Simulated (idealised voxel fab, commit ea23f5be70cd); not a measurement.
process module | voxel capacitor over wiring
Square cells of 5 nm make up the cross-section cut, whose width is 240 nm.
Format of a cross-section: grid, square cells. Given as bands. Order: top down. Band: one or more rows of cells. Band: top and bottom heights (nm) first, top before bottom; then materials from left to right, widths in nm. "edge to edge" marks a sole material filling the band edge to edge. "air" denotes empty space. Height 0 is the level under which the wafer as received is all one material. The lowest band goes on downwards, as in "0..down". When a width is written as two numbers, as in "30 to 40", the first number is the width in the top row of cells of the band and the second is the width in its bottom row, and the width changes by the same amount from each row to the next. Key: "nothing changed" - step with no changed cell in the cross-section. Heads up: "Voids, fully enclosed" only lists the empty pockets with no open path to the top that are 8 cells or more, and it writes them as width x height at distance, distance from the left edge, in nm. If you see something after the settings on a step's line, that's the simulator's own remark about that step. If you see "overlay nm" on a step's line and that step has a mask, it's telling you how far right of where it was planned the mask ended up; a negative number means it went left instead.
THE STEPS PLANNED FOR THE PROCESS ARE AS FOLLOWS
- 1: RECEIVE, material Si
- 2: CONFORMAL_DEP, material SiO2, thk nm 10
- 3: CONFORMAL_DEP, material SiCN, thk nm 5
- 4: DIRECTIONAL_DEP, material lowk, thk nm 20
- 5: DIRECTIONAL_DEP, material aC, thk nm 10
- 6: PATTERN, tone open, mask id METAL_1, material resist, width nm 30, pitch nm 80, thk nm 30, overlay nm 0
- 7: DIRECTIONAL_ETCH, etch materials aC, depth nm 10
- 8: STRIP, etch materials resist
- 9: DIRECTIONAL_ETCH, etch materials lowk, depth nm 20
- 10: DIRECTIONAL_ETCH, etch materials SiCN, depth nm 5
- 11: STRIP, etch materials aC
- 12: CONFORMAL_DEP, material TiN, thk nm 5
- 13: FILL_DEP, material Cu, thk nm 5
- 14: CMP, height nm 35
- 15: EPI, material Ru, thk nm 5
- 16: FILL_DEP, material SiCN, thk nm 5
- 17: DIRECTIONAL_DEP, material SiO2, thk nm 20
- 18: DIRECTIONAL_DEP, material aC, thk nm 15
- 19: PATTERN, tone open, mask id PLUG_1, material resist, width nm 15, thk nm 35, overlay nm 0
- 20: DIRECTIONAL_ETCH, etch materials aC, depth nm 15
- 21: STRIP, etch materials resist
- 22: DIRECTIONAL_ETCH, etch materials SiO2, depth nm 20
- 23: DIRECTIONAL_ETCH, etch materials SiCN, depth nm 5
- 24: STRIP, etch materials aC
- 25: EPI, material Ru, thk nm 10
- 26: EPI, material Ru, thk nm 10
- 27: EPI, material Ru, thk nm 5
- 28: DIRECTIONAL_DEP, material TiN, thk nm 5
- 29: DIRECTIONAL_DEP, material SiN, thk nm 5
- 30: DIRECTIONAL_DEP, material TiN, thk nm 10
- 31: DIRECTIONAL_DEP, material aC, thk nm 15
- 32: PATTERN, tone cover, mask id UPPER_PLATE, material resist, width nm 55, thk nm 35, overlay nm 0
- 33: DIRECTIONAL_ETCH, etch materials aC, depth nm 15
- 34: STRIP, etch materials resist
- 35: DIRECTIONAL_ETCH, etch materials TiN, depth nm 10
- 36: DIRECTIONAL_ETCH, etch materials SiN, depth nm 5
- 37: STRIP, etch materials aC
- 38: MASKED_ETCH, tone cover, mask id LOWER_PLATE, width nm 65, etch materials TiN, depth nm 5, overlay nm 0
- 39: FILL_DEP, material SiO2, thk nm 15
- 40: CMP, height nm 95
- 41: MASKED_ETCH, tone open, mask id PLUG_2, width nm 15, etch materials SiO2, depth nm 10, overlay nm 0
- 42: CONFORMAL_DEP, material TiN, thk nm 5
- 43: FILL_DEP, material Ru, thk nm 5
- 44: CMP, height nm 95
- 45: CONFORMAL_DEP, material SiN, thk nm 5
CROSS-SECTION OF THE WAFER AT RECEIPT, WHICH IS THE CONDITION AFTER STEP 1
> 0..down  Si edge to edge
> Voids, fully enclosed: none
AS-PLANNED RUN: CROSS-SECTION OF THE FIRST OF TWO WAFERS AT END OF MODULE
> 100..95  SiN edge to edge
> 95..90  90 nm SiO2; 5 nm TiN; 5 nm Ru; 5 nm TiN; 135 nm SiO2
> 90..85  90 nm SiO2; 15 nm TiN; 135 nm SiO2
> 85..75  80 nm SiO2; 55 nm TiN; 105 nm SiO2
> 75..70  80 nm SiO2; 55 nm SiN; 105 nm SiO2
> 70..65  75 nm SiO2; 65 nm TiN; 100 nm SiO2
> 65..45  80 nm SiO2; 15 nm Ru; 145 nm SiO2
> 45..40  80 nm SiCN; 15 nm Ru; 145 nm SiCN
> 40..35  60 nm SiCN; 40 nm Ru; 40 nm SiCN; 40 nm Ru; 60 nm SiCN
> 35..15  65 nm lowk; 5 nm TiN; 20 nm Cu; 5 nm TiN; 50 nm lowk; 5 nm TiN; 20 nm Cu; 5 nm TiN; 65 nm lowk
> 15..10  65 nm SiCN; 30 nm TiN; 50 nm SiCN; 30 nm TiN; 65 nm SiCN
> 10..0  SiO2 edge to edge
> 0..down  Si edge to edge
> Voids, fully enclosed: none
CROSS-SECTIONAL VIEW OF THE SECOND OF TWO WAFERS UPON COMPLETION OF THE MODULE. THIS WAFER SHARED ITS STARTING CONDITION AND PROCESS PLAN WITH THE FIRST; ONE ERROR WAS MADE DURING ITS EXECUTION
> 100..95  SiN edge to edge
> 95..90  90 nm SiO2; 5 nm TiN; 5 nm Ru; 5 nm TiN; 135 nm SiO2
> 90..85  90 nm SiO2; 15 nm TiN; 135 nm SiO2
> 85..75  95 nm SiO2; 40 nm TiN; 105 nm SiO2
> 75..70  80 nm SiO2; 15 nm TiN; 40 nm SiN; 105 nm SiO2
> 70..65  75 nm SiO2; 65 nm TiN; 100 nm SiO2
> 65..60  80 nm SiO2; 15 nm SiN; 145 nm SiO2
> 60..55  80 nm SiO2; 15 nm TiN; 145 nm SiO2
> 55..45  80 nm SiO2; 15 nm Ru; 145 nm SiO2
> 45..40  80 nm SiCN; 15 nm Ru; 145 nm SiCN
> 40..35  60 nm SiCN; 40 nm Ru; 40 nm SiCN; 40 nm Ru; 60 nm SiCN
> 35..15  65 nm lowk; 5 nm TiN; 20 nm Cu; 5 nm TiN; 50 nm lowk; 5 nm TiN; 20 nm Cu; 5 nm TiN; 65 nm lowk
> 15..10  65 nm SiCN; 30 nm TiN; 50 nm SiCN; 30 nm TiN; 65 nm SiCN
> 10..0  SiO2 edge to edge
> 0..down  Si edge to edge
> Voids, fully enclosed: none
Want to know what went wrong? the omission of one of the mutually identical steps 25 and 26 has occurred, the particular step concerned being indeterminable
Materials where the second wafer ends with more or fewer cells than the first: Ru: 6 fewer, SiO2: 6 more
